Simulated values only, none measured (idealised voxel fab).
Process module in this document: voxel released beams
This is section cut - it's 145 nm across, gridded in 5 nm square cells.
Just so we're on the same page, the cross-sections are grids of square cells, and they're listed out in bands top to bottom, each band one or more rows deep.
Top height, bottom height, nm. Materials left to right, width each, nm. Single material + "everywhere" = fills band edge to edge. "air" = empty.
Heights are expressed relative to 0, this being the level below which the as-received wafer comprises one material exclusively. The lowest band is unbounded in the downward direction and is denoted as in "0..down".
The two numbers in a width such as "30..40" mark its ends across the band: the first belongs to the top row of cells, the second to the bottom row, and from each row to the next the width moves by the same amount.
"nothing was modified" after a step means that no cell of the cross-section changed.
"Closed void catalog" specifies each empty space that is not open to the top and that occupies no fewer than 8 cells, using the form width x height at distance, the distance measured from the left edge and all three quantities in nm.
It should be noted that, on the line of a given step, the content following the step's settings is a remark produced by the simulator itself with respect to that step.
What "overlay nm" on a step's line means: if the step has a mask, that mask lay this far to the right of its planned place, or, when the value is negative, to the left.

The steps planned for the process are as follows:
1 op RECEIVE | material Si
2 op CONFORMAL_DEP | material Al2O3 | thk nm 10
3 op DIRECTIONAL_DEP | material SiO2 | thk nm 15
4 op DIRECTIONAL_DEP | material aC | thk nm 10
5 op PATTERN | tone open | mask id ANCHOR | material resist | width nm 45 | thk nm 25 | overlay nm 0
6 op DIRECTIONAL_ETCH | etch materials aC | depth nm 10
7 op STRIP | etch materials resist
8 op DIRECTIONAL_ETCH | etch materials SiO2 | depth nm 15
9 op STRIP | etch materials aC
10 op CONFORMAL_DEP | material polySi | thk nm 15
11 op PATTERN | tone cover | mask id BEAM | material resist | width nm 110 | thk nm 20 | overlay nm 0
12 op DIRECTIONAL_ETCH | etch materials polySi | depth nm 15
13 op STRIP | etch materials resist
14 op STRIP | etch materials SiO2

Incoming wafer, cross-sectional view, post step 1:
  0..down = Si everywhere
  Closed void catalog: none

Here's the wafer cut in cross-section after the module, started and planned just like above, except one thing was done wrong in the run:
  35..20 = air 15, polySi 20, air 15, polySi 75, air 20
  20..5 = air 20, polySi 45, air 80
  5..0 = Al2O3 everywhere
  0..down = Si everywhere
  Closed void catalog: none
Misprocessing identified: step 2 was processed under conditions differing from the plan, specifically as op CONFORMAL_DEP | material Al2O3 | thk nm 5
